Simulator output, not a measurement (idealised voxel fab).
Process module under the name voxel gate over fins
Cross-sectional view cut (width: 160 nm; square cell size: 5 nm).
Think of the cross-section as a grid of square cells. We describe it in bands, top to bottom, and each band covers one or more rows of those cells.
Top height, bottom height, nm. Materials left to right, width each, nm. Single material + "all across" = fills band edge to edge. "empty" = empty.
The reference from which all heights are counted is 0, the level beneath which the as-received wafer is entirely one material; the lowest band, having no lower bound, proceeds downward and is written after the example "from 0 down".
Graded width ("30..40"): value in top row of band = first number; value in bottom row = second number; row-to-row change constant.
"remained unchanged" for a step: no cell of the cross-section changed in that step.
What "Listed closed voids" gives you is every empty space of 8 cells or more that is cut off from the top. Each appears as width x height at distance, with the distance taken from the left edge and width, height and distance all in nm.
On a step's line, text after the settings is the simulator commenting on that step.
You can add "overlay nm" to a step's line. For a step with a mask, it describes how far the mask lay to the right of its planned position, and a negative number describes a lay to the left.
The planned process steps are enumerated hereunder:
step 1: RECEIVE [material Si]
step 2: CONFORMAL_DEP [material SiN] [thk nm 10]
step 3: MASKED_ETCH [tone cover] [mask id FINS] [width nm 15] [pitch nm 60] [etch materials SiN] [depth nm 10] [overlay nm 0]
step 4: MASKED_ETCH [tone cover] [mask id FINS] [width nm 15] [pitch nm 60] [etch materials Si] [depth nm 35] [overlay nm 0]
step 5: OXIDIZE [depth nm 5]
step 6: FILL_DEP [material SiO2] [thk nm 15]
step 7: CMP [height nm 10]
step 8: MASKED_ETCH [tone open] [mask id RAIL] [width nm 15] [etch materials SiO2] [depth nm 40] [overlay nm 0]
step 9: CONFORMAL_DEP [material TiN] [thk nm 5]
step 10: FILL_DEP [material Ru] [thk nm 5]
step 11: CMP [height nm 10]
step 12: SELECTIVE_ETCH [etch materials W Ru TiN] [depth nm 25]
step 13: FILL_DEP [material SiO2] [thk nm 5]
step 14: CMP [height nm 10]
step 15: SELECTIVE_ETCH [etch materials SiO2] [depth nm 20]
step 16: STRIP [etch materials SiN]
step 17: CONFORMAL_DEP [material HfO2] [thk nm 5]
step 18: CONFORMAL_DEP [material TiN] [thk nm 5]
step 19: CONFORMAL_DEP [material TiAl] [thk nm 5]
step 20: CONFORMAL_DEP [material TiN] [thk nm 5]
step 21: FILL_DEP [material W] [thk nm 10]
step 22: CMP [height nm 25]
step 23: CONFORMAL_DEP [material SiN] [thk nm 10]
Wafer as received: cross-section following step 1:
- from 0 down | Si all across
- Listed closed voids: none
First wafer of two, sectioned at end of module; run went per plan:
- from 35 to 25 | SiN all across
- from 25 to 20 | W all across
- from 20 to 15 | 25 of W, 45 of TiN, 15 of W, 45 of TiN, 30 of W
- from 15 to 10 | 25 of W, 5 of TiN, 35 of TiAl, 5 of TiN, 15 of W, 5 of TiN, 35 of TiAl, 5 of TiN, 30 of W
- from 10 to 5 | 30 of TiN, 5 of TiAl, 25 of TiN, 5 of TiAl, 25 of TiN, 5 of TiAl, 25 of TiN, 5 of TiAl, 35 of TiN
- from 5 to 0 | 35 of TiAl, 5 of TiN, 15 of HfO2, 5 of TiN, 35 of TiAl, 5 of TiN, 15 of HfO2, 5 of TiN, 40 of TiAl
- from 0 to -5 | 40 of TiN, 5 of HfO2, 5 of Si, 5 of HfO2, 45 of TiN, 5 of HfO2, 5 of Si, 5 of HfO2, 45 of TiN
- from -5 to -10 | 45 of HfO2, 5 of Si, 55 of HfO2, 5 of Si, 50 of HfO2
- from -10 to -15 | 45 of SiO2, 5 of Si, 55 of SiO2, 5 of Si, 50 of SiO2
- from -15 to -25 | 45 of SiO2, 5 of Si, 20 of SiO2, 5 of TiN, 5 of Ru, 5 of TiN, 20 of SiO2, 5 of Si, 50 of SiO2
- from -25 to -30 | 45 of SiO2, 5 of Si, 20 of SiO2, 15 of TiN, 20 of SiO2, 5 of Si, 50 of SiO2
- from -30 to -40 | 45 of SiO2, 5 of Si, 55 of SiO2, 5 of Si, 50 of SiO2
- from -40 down | Si all across
- Listed closed voids: none
Here is the second of the two wafers cut open at the end of the module - same start, same plan as the first one, but we made one mistake running it:
- from 35 to 25 | SiN all across
- from 25 to 20 | 20 of W, 5 of TiN, 45 of TiAl, 5 of TiN, 5 of W, 5 of TiN, 45 of TiAl, 5 of TiN, 25 of W
- from 20 to 15 | 20 of W, 5 of TiN, 5 of TiAl, 35 of TiN, 5 of TiAl, 5 of TiN, 5 of W, 5 of TiN, 5 of TiAl, 35 of TiN, 5 of TiAl, 5 of TiN, 25 of W
- from 15 to 10 | 20 of W, 5 of TiN, 5 of TiAl, 5 of TiN, 25 of HfO2, 5 of TiN, 5 of TiAl, 5 of TiN, 5 of W, 5 of TiN, 5 of TiAl, 5 of TiN, 25 of HfO2, 5 of TiN, 5 of TiAl, 5 of TiN, 25 of W
- from 10 to 0 | 20 of W, 5 of TiN, 5 of TiAl, 5 of TiN, 5 of HfO2, 15 of SiN, 5 of HfO2, 5 of TiN, 5 of TiAl, 5 of TiN, 5 of W, 5 of TiN, 5 of TiAl, 5 of TiN, 5 of HfO2, 15 of SiN, 5 of HfO2, 5 of TiN, 5 of TiAl, 5 of TiN, 25 of W
- from 0 to -10 | 20 of W, 5 of TiN, 5 of TiAl, 5..10 of TiN, 10..5 of HfO2, 5 of Si, 10..5 of HfO2, 5..10 of TiN, 5 of TiAl, 5 of TiN, 5 of W, 5 of TiN, 5 of TiAl, 5..10 of TiN, 10..5 of HfO2, 5 of Si, 10..5 of HfO2, 5..10 of TiN, 5 of TiAl, 5 of TiN, 25 of W
- from -10 to -20 | 20 of W, 5..10 of TiN, 10..5 of TiAl, 5 of TiN, 5 of HfO2, 5 of Si, 5 of HfO2, 5 of TiN, 10..5 of TiAl, 5..10 of TiN, 5 of W, 5..10 of TiN, 10..5 of TiAl, 5 of TiN, 5 of HfO2, 5 of Si, 5 of HfO2, 5 of TiN, 10..5 of TiAl, 5..10 of TiN, 25 of W
- from -20 to -25 | 30 of TiN, 5 of TiAl, 5 of TiN, 5 of HfO2, 5 of Si, 5 of HfO2, 5 of TiN, 5 of TiAl, 25 of TiN, 5 of TiAl, 5 of TiN, 5 of HfO2, 5 of Si, 5 of HfO2, 5 of TiN, 5 of TiAl, 35 of TiN
- from -25 to -30 | 35 of TiAl, 5 of TiN, 5 of HfO2, 5 of Si, 5 of HfO2, 5 of TiN, 35 of TiAl, 5 of TiN, 5 of HfO2, 5 of Si, 5 of HfO2, 5 of TiN, 40 of TiAl
- from -30 to -35 | 40 of TiN, 5 of HfO2, 5 of Si, 5 of HfO2, 45 of TiN, 5 of HfO2, 5 of Si, 5 of HfO2, 45 of TiN
- from -35 to -40 | 45 of HfO2, 5 of Si, 55 of HfO2, 5 of Si, 50 of HfO2
- from -40 down | Si all across
- Listed closed voids: none
Misprocessing identified: step 16 off recipe, ran as STRIP [etch materials SiO2]
End of process, cell counts, second wafer against first, materials with more or fewer: +40 HfO2, -2 Ru, +12 SiN, -171 SiO2, +40 TiAl, +51 TiN, +30 W
